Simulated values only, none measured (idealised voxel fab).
The following process module bears the name voxel air gaps.
Square cell edge 5 nm, section width 265 nm, ID cut.
Cross-sections here: square-cell grids, written as top-down lists of bands, a band being one or more rows of cells. In this notation a band is specified by the heights of its top and bottom, in that order and in nm, after which its materials appear from left to right, each paired with its width in nm. The word "everywhere" attached to a single material means that material fills the band from edge to edge; the word "empty" stands for empty space. A quick word on heights: they are counted from 0, and under that level the wafer as it came to us is one material throughout. The lowest band is different from the rest in having no bottom; it simply continues downward, written as in "0..down". Quick explanation for "30->40": the width changes in equal steps down the rows of cells, from the first number in the band's top row to the second number in its bottom row. You'll sometimes find "remained the same" written for a step, and that's the way of saying that nowhere in the cross-section did a cell change during that step. The entry "Fully sealed cavities" lists the empty spaces that cover at least 8 cells and have no open path to the top. Each is written as width x height at distance, where the distance is measured from the left edge and all three values are in nm. Heads up: the bit after the settings on a step's line is the simulator's remark on that step. overlay nm: on a step with a mask, how far right of its planned place the mask lay; negative means left.
**Below is the list of planned process steps**
1,RECEIVE,material Si
2,CONFORMAL_DEP,material SiO2,thk nm 15
3,CONFORMAL_DEP,material SiN,thk nm 5
4,DIRECTIONAL_DEP,material SiO2,thk nm 40
5,DIRECTIONAL_DEP,material aC,thk nm 15
6,PATTERN,tone open,mask id LINES,material resist,width nm 15,pitch nm 40,thk nm 35,overlay nm 0
7,DIRECTIONAL_ETCH,etch materials aC,depth nm 15
8,STRIP,etch materials resist
9,DIRECTIONAL_ETCH,etch materials SiO2,depth nm 40
10,STRIP,etch materials aC
11,CONFORMAL_DEP,material TiN,thk nm 5
12,FILL_DEP,material W,thk nm 10
13,CMP,height nm 60
14,EPI,material Ru,thk nm 10
15,SELECTIVE_ETCH,etch materials SiO2,depth nm 50
16,CONFORMAL_DEP,material SiN,thk nm 5
**Step 1 complete: cross-section of the wafer as received**
- 0..down: Si everywhere
- Fully sealed cavities: none
**The cross-section shown corresponds to the wafer at the conclusion of the module. The initial structure and the process plan are those presented above; however, one mistake occurred in executing the plan**
- 65..55: SiN everywhere
- 55..0: SiO2 everywhere
- 0..down: Si everywhere
- Fully sealed cavities: none
Processing error: sequence error: steps 3 and 4 interchanged
